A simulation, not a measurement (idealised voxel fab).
The following process module bears the name voxel gate over fins.
The width of the displayed cross-section, cut, is 270 nm; its cells are square, with a size of 5 nm.
Cross-section format: a grid of square cells, given as bands from top to bottom; each band is one or more rows of cells.
Heads up on the band format: heights come first, top then bottom, in nm. After that it's the materials left to right, each with its width in nm. A single material flagged "everywhere" fills the whole band edge to edge, and "blank" means there's empty space there.
A quick word on heights: they are counted from 0, and under that level the wafer as it came to us is one material throughout. The lowest band is different from the rest in having no bottom; it simply continues downward, written as in "0 down".
The expression "30..40" gives the width at the extremes of the band, the first number at its top row of cells and the second at its bottom row, with the width changing by equal amounts from each row to the next in between.
Step marked "nothing altered"? Then no cell in the cross-section changed in it.
Look at "Sealed voids" for the closed voids: empty spaces with no open path to the top, sized 8 cells or up. Each is width x height at distance, distance from the left edge, all nm.
Note: text after step settings on the step line = simulator remark on that step.
When a step includes a mask, the "overlay nm" setting on its line states how far to the right of its planned place that mask lay, and negative values state how far to the left.
Steps in the process plan:
1: RECEIVE: material Si
2: CONFORMAL_DEP: material SiN, thk nm 10
3: MASKED_ETCH: tone cover, mask id FINS, width nm 15, pitch nm 45, etch materials SiN, depth nm 10, overlay nm 0
4: MASKED_ETCH: tone cover, mask id FINS, width nm 15, pitch nm 45, etch materials Si, depth nm 35, overlay nm 0
5: FILL_DEP: material SiO2, thk nm 15
6: CMP: height nm 10
7: SELECTIVE_ETCH: etch materials SiO2, depth nm 20
8: STRIP: etch materials SiN
9: CONFORMAL_DEP: material HfO2, thk nm 5
10: CONFORMAL_DEP: material TiN, thk nm 5
11: FILL_DEP: material W, thk nm 10
12: CMP: height nm 15
13: CONFORMAL_DEP: material SiCN, thk nm 5
The wafers in this document start out alike and differ in the width nm applied at step 4; the plan shows the value used for the first wafer.
So this is the first of several wafers, cross-sectioned as it came to us, meaning it's at the end of step 1:
	0 down: Si everywhere
	Sealed voids: none
Per wafer (row), end of module: delta in cells per material since receipt, (+) for gained, (-) for lost; closed voids after that:
width nm 15 | +70 HfO2 | -294 Si | +54 SiCN | +210 SiO2 | +70 TiN | +106 W | Sealed voids: none
width nm 20 | +70 HfO2 | -266 Si | +54 SiCN | +190 SiO2 | +70 TiN | +98 W | Sealed voids: none
width nm 25 | +70 HfO2 | -238 Si | +54 SiCN | +170 SiO2 | +70 TiN | +90 W | Sealed voids: none
width nm 30 | +70 HfO2 | -210 Si | +54 SiCN | +150 SiO2 | +64 TiN | +88 W | Sealed voids: none
